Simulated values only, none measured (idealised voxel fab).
process module | voxel quadruple lines
cross-section cut | 205 nm wide | cells 5 nm
A cross-section is a grid of square cells, given in bands from the top down. A band is one or more rows of cells.
Each band's line starts with the height of the band's top and of its bottom, in nm. Then come its materials from left to right, each with its width in nm. One material with "throughout" fills the band from edge to edge. "air" is empty space.
Height 0 is the level under which the wafer as received is all one material. The lowest band goes on downwards, as in "0 down".
A width such as "30 to 40" changes by the same amount from each row of cells to the next, from the band's top row to its bottom row.
"no change" after a step means that no cell of the cross-section changed.
closed voids: empty space of 8 cells or more with no open way to the top, each as width x height at its distance from the left edge, in nm
after a step's settings: what the simulator itself notes on the step
overlay nm, on a step with a mask: how far to the right of its planned place the mask lay; to the left if negative
Each pair below shows a cross-section before one step and the cross-section after it, down to the lowest band that changed. The line under each pair gives the step between them, with its settings. The pairs can come from different runs of this module on the same starting wafer, so a pair continues from the pair above only where its "before" says so.
before
  45 to 25: air 90 | polySi 20 | air 95
  25 to 10: TiN throughout
  10 to 0: SiO2 throughout
  0 down: Si throughout
  closed voids: none
after
  50 to 45: air 85 | SiN 30 | air 90
  45 to 30: air 85 | SiN 5 | polySi 20 | SiN 5 | air 90
  30 to 25: SiN 90 | polySi 20 | SiN 95
  below 25: unchanged
  closed voids: none
the step between: op CONFORMAL_DEP | material SiN | thk nm 5
before: the cross-section after the pair above
after
  45 to 25: air 85 | SiN 5 | polySi 20 | SiN 5 | air 90
  below 25: unchanged
  closed voids: none
the step between: op DIRECTIONAL_ETCH | etch materials SiN | depth nm 5
before: the cross-section after the pair above
after
  45 to 25: air 85 | SiN 5 | air 20 | SiN 5 | air 90
  below 25: unchanged
  closed voids: none
the step between: op STRIP | etch materials polySi
before: the cross-section after the pair above
after
  45 to 25: air 85 | SiN 5 | air 20 | SiN 5 | air 90
  25 to 10: air 85 | TiN 5 | air 20 | TiN 5 | air 90
  below 10: unchanged
  closed voids: none
the step between: op DIRECTIONAL_ETCH | etch materials TiN | depth nm 15
before: the cross-section after the pair above
after
  25 to 10: air 85 | TiN 5 | air 20 | TiN 5 | air 90
  below 10: unchanged
  closed voids: none
the step between: op STRIP | etch materials SiN
